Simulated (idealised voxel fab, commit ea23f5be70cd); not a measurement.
You're looking at the process module voxel gate over fins.
The cross-section shown here is cut; it is 205 nm wide and divided into square cells measuring 5 nm on a side.
Square cells in a grid make up a cross-section in this document, and the grid is given as bands, listed from the top down, each one or more rows of cells. Basically the band line says how high the top is and how high the bottom is, in nm, and then what's in it from left to right, every material with its width in nm. Empty space shows up as "air", and if a single material carries "all across" it runs the full band edge to edge. We count height from 0. Below that, the starting wafer is all one material. The lowest band never ends at the bottom but goes on down; see "z 0 and below" for how that is written. Width spec "30->40" -> top row of cells at first value, bottom row at second value, equal per-row change in between. You'll sometimes find "remains unaltered" written for a step, and that's the way of saying that nowhere in the cross-section did a cell change during that step. Heads up: "Sealed internal cavities" only lists the empty pockets with no open path to the top that are 8 cells or more, and it writes them as width x height at distance, distance from the left edge, in nm. The remark found on a step's line after its settings is issued by the simulator itself and pertains to that step. overlay nm: where the mask lay relative to plan, measured to the right, on steps with a mask; negatives go left.

Here's what the planned process steps look like:
1) RECEIVE | material Si
2) CONFORMAL_DEP | material SiN | thk nm 5
3) DIRECTIONAL_DEP | material aC | thk nm 15
4) PATTERN | tone cover | mask id FINS | material resist | width nm 15 | pitch nm 40 | thk nm 30 | overlay nm 0
5) DIRECTIONAL_ETCH | etch materials aC | depth nm 15
6) STRIP | etch materials resist
7) DIRECTIONAL_ETCH | etch materials SiN | depth nm 5
8) DIRECTIONAL_ETCH | etch materials Si | depth nm 30
9) STRIP | etch materials aC
10) FILL_DEP | material SiO2 | thk nm 10
11) CMP | height nm 5
12) SELECTIVE_ETCH | etch materials SiO2 | depth nm 20
13) STRIP | etch materials SiN
14) CONFORMAL_DEP | material HfO2 | thk nm 5
15) CONFORMAL_DEP | material TiN | thk nm 5
16) CONFORMAL_DEP | material TiAl | thk nm 5
17) CONFORMAL_DEP | material TiN | thk nm 5
18) FILL_DEP | material W | thk nm 10
19) CMP | height nm 25
20) CONFORMAL_DEP | material SiCN | thk nm 5

Cross-section: wafer on arrival = after step 1:
> z 0 and below: Si all across
> Sealed internal cavities: none

Cross-sectional view of the first of the two wafers upon completion of the module, processed in accordance with the plan:
> z 30 to 25: SiCN all across
> z 25 to 20: W all across
> z 20 to 15: W 15 nm | TiN 175 nm | W 15 nm
> z 15 to 10: W 15 nm | TiN 5 nm | TiAl 165 nm | TiN 5 nm | W 15 nm
> z 10 to 5: W 15 nm | TiN 5 nm | TiAl 5 nm | TiN 35 nm | TiAl 5 nm | TiN 35 nm | TiAl 5 nm | TiN 35 nm | TiAl 5 nm | TiN 35 nm | TiAl 5 nm | TiN 5 nm | W 15 nm
> z 5 to 0: TiN 20 nm | TiAl 5 nm | TiN 5 nm | HfO2 25 nm | TiN 5 nm | TiAl 5 nm | TiN 5 nm | HfO2 25 nm | TiN 5 nm | TiAl 5 nm | TiN 5 nm | HfO2 25 nm | TiN 5 nm | TiAl 5 nm | TiN 5 nm | HfO2 25 nm | TiN 5 nm | TiAl 5 nm | TiN 20 nm
> z 0 to -5: TiAl 25 nm | TiN 5 nm | HfO2 5 nm | Si 15 nm | HfO2 5 nm | TiN 5 nm | TiAl 5 nm | TiN 5 nm | HfO2 5 nm | Si 15 nm | HfO2 5 nm | TiN 5 nm | TiAl 5 nm | TiN 5 nm | HfO2 5 nm | Si 15 nm | HfO2 5 nm | TiN 5 nm | TiAl 5 nm | TiN 5 nm | HfO2 5 nm | Si 15 nm | HfO2 5 nm | TiN 5 nm | TiAl 25 nm
> z -5 to -10: TiN 30 nm | HfO2 5 nm | Si 15 nm | HfO2 5 nm | TiN 15 nm | HfO2 5 nm | Si 15 nm | HfO2 5 nm | TiN 15 nm | HfO2 5 nm | Si 15 nm | HfO2 5 nm | TiN 15 nm | HfO2 5 nm | Si 15 nm | HfO2 5 nm | TiN 30 nm
> z -10 to -15: HfO2 35 nm | Si 15 nm | HfO2 25 nm | Si 15 nm | HfO2 25 nm | Si 15 nm | HfO2 25 nm | Si 15 nm | HfO2 35 nm
> z -15 to -30: SiO2 35 nm | Si 15 nm | SiO2 25 nm | Si 15 nm | SiO2 25 nm | Si 15 nm | SiO2 25 nm | Si 15 nm | SiO2 35 nm
> z -30 and below: Si all across
> Sealed internal cavities: none

Second of two wafers, module complete, sectioned: it shares the first wafer's start and plan but was run with one mistake:
> z 30 to 25: SiCN all across
> z 25 to 20: W all across
> z 20 to 15: W 15 nm | TiN 175 nm | W 15 nm
> z 15 to 10: W 15 nm | TiN 5 nm | TiAl 165 nm | TiN 5 nm | W 15 nm
> z 10 to 5: W 15 nm | TiN 5 nm | TiAl 5 nm | TiN 35 nm | TiAl 5 nm | TiN 35 nm | TiAl 5 nm | TiN 35 nm | TiAl 5 nm | TiN 35 nm | TiAl 5 nm | TiN 5 nm | W 15 nm
> z 5 to 0: TiN 20 nm | TiAl 5 nm | TiN 5 nm | HfO2 25 nm | TiN 5 nm | TiAl 5 nm | TiN 5 nm | HfO2 25 nm | TiN 5 nm | TiAl 5 nm | TiN 5 nm | HfO2 25 nm | TiN 5 nm | TiAl 5 nm | TiN 5 nm | HfO2 25 nm | TiN 5 nm | TiAl 5 nm | TiN 20 nm
> z 0 to -5: TiAl 25 nm | TiN 5 nm | HfO2 5 nm | Si 15 nm | HfO2 5 nm | TiN 5 nm | TiAl 5 nm | TiN 5 nm | HfO2 5 nm | Si 15 nm | HfO2 5 nm | TiN 5 nm | TiAl 5 nm | TiN 5 nm | HfO2 5 nm | Si 15 nm | HfO2 5 nm | TiN 5 nm | TiAl 5 nm | TiN 5 nm | HfO2 5 nm | Si 15 nm | HfO2 5 nm | TiN 5 nm | TiAl 25 nm
> z -5 to -10: TiN 30 nm | HfO2 5 nm | Si 15 nm | HfO2 5 nm | TiN 15 nm | HfO2 5 nm | Si 15 nm | HfO2 5 nm | TiN 15 nm | HfO2 5 nm | Si 15 nm | HfO2 5 nm | TiN 15 nm | HfO2 5 nm | Si 15 nm | HfO2 5 nm | TiN 30 nm
> z -10 to -15: HfO2 35 nm | Si 15 nm | HfO2 25 nm | Si 15 nm | HfO2 25 nm | Si 15 nm | HfO2 25 nm | Si 15 nm | HfO2 35 nm
> z -15 to -60: SiO2 35 nm | Si 15 nm | SiO2 25 nm | Si 15 nm | SiO2 25 nm | Si 15 nm | SiO2 25 nm | Si 15 nm | SiO2 35 nm
> z -60 and below: Si all across
> Sealed internal cavities: none
It is concluded that the wafer was processed incorrectly with respect to the plan, in that step 8 of the plan was carried out twice
It is noted that, at the conclusion of processing, the second wafer exhibits a higher or lower cell count for certain materials relative to the first: -174 Si; +174 SiO2
